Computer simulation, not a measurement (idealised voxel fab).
process module | voxel self aligned contacts
cross-section cut | 265 nm wide | cells 5 nm
A cross-section is a grid of square cells, given in bands from the top down. A band is one or more rows of cells.
Each band's line starts with the height of the band's top and of its bottom, in nm. Then come its materials from left to right, each with its width in nm. One material with "throughout" fills the band from edge to edge. "air" is empty space.
Height 0 is the level under which the wafer as received is all one material. The lowest band goes on downwards, as in "0 down".
A width such as "30 to 40" changes by the same amount from each row of cells to the next, from the band's top row to its bottom row.
"no change" after a step means that no cell of the cross-section changed.
closed voids: empty space of 8 cells or more with no open way to the top, each as width x height at its distance from the left edge, in nm
after a step's settings: what the simulator itself notes on the step
overlay nm, on a step with a mask: how far to the right of its planned place the mask lay; to the left if negative
plan
1 op RECEIVE | material Si
2 op CONFORMAL_DEP | material SiO2 | thk nm 5
3 op DIRECTIONAL_DEP | material polySi | thk nm 30
4 op DIRECTIONAL_DEP | material SiN | thk nm 15
5 op DIRECTIONAL_DEP | material aC | thk nm 15
6 op PATTERN | tone cover | mask id GATE | material resist | width nm 25 | pitch nm 50 | thk nm 30 | overlay nm 0
7 op DIRECTIONAL_ETCH | etch materials aC | depth nm 15
8 op STRIP | etch materials resist
9 op DIRECTIONAL_ETCH | etch materials SiN | depth nm 15
10 op DIRECTIONAL_ETCH | etch materials polySi | depth nm 30
11 op STRIP | etch materials aC
12 op CONFORMAL_DEP | material SiN | thk nm 5
13 op DIRECTIONAL_ETCH | etch materials SiN | depth nm 5
14 op FILL_DEP | material SiO2 | thk nm 15
15 op CMP | height nm 55
16 op DIRECTIONAL_DEP | material aC | thk nm 10
17 op PATTERN | tone open | mask id CONTACT | material resist | width nm 35 | thk nm 30 | overlay nm 0
18 op DIRECTIONAL_ETCH | etch materials aC | depth nm 10
19 op STRIP | etch materials resist
20 op DIRECTIONAL_ETCH | etch materials SiO2 | depth nm 55
21 op STRIP | etch materials aC
22 op CONFORMAL_DEP | material TiN | thk nm 5
23 op FILL_DEP | material W | thk nm 5
24 op CMP | height nm 55
25 op CONFORMAL_DEP | material SiN | thk nm 5
as received, after step 1
  0 down: Si throughout
  closed voids: none
first wafer at the end, as planned
  60 to 55: SiN throughout
  55 to 50: SiO2 115 | TiN 15 | W 5 | TiN 15 | SiO2 115
  50 to 35: SiO2 90 | SiN 35 | TiN 5 | W 5 | TiN 5 | SiN 35 | SiO2 90
  35 to 5: SiO2 90 | SiN 5 | polySi 25 | SiN 5 | TiN 5 | W 5 | TiN 5 | SiN 5 | polySi 25 | SiN 5 | SiO2 90
  5 to 0: SiO2 125 | TiN 15 | SiO2 125
  0 down: Si throughout
  closed voids: none
second wafer at the end: like start, like plan, one mistake
  60 to 55: SiN throughout
  55 to 50: W 85 | TiN 30 | SiO2 35 | TiN 30 | W 85
  50 to 35: W 85 | TiN 5 | SiN 35 | SiO2 15 | SiN 35 | TiN 5 | W 85
  35 to 5: W 85 | TiN 5 | SiN 5 | polySi 25 | SiN 5 | SiO2 15 | SiN 5 | polySi 25 | SiN 5 | TiN 5 | W 85
  5 to 0: TiN 90 | SiO2 85 | TiN 90
  0 down: Si throughout
  closed voids: none
what went wrong: step 17 ran as: op PATTERN | tone cover | mask id CONTACT | material resist | width nm 35 | thk nm 30 | overlay nm 0
at the end the second wafer has, in cells: 369 fewer of SiO2 | 39 more of TiN | 330 more of W
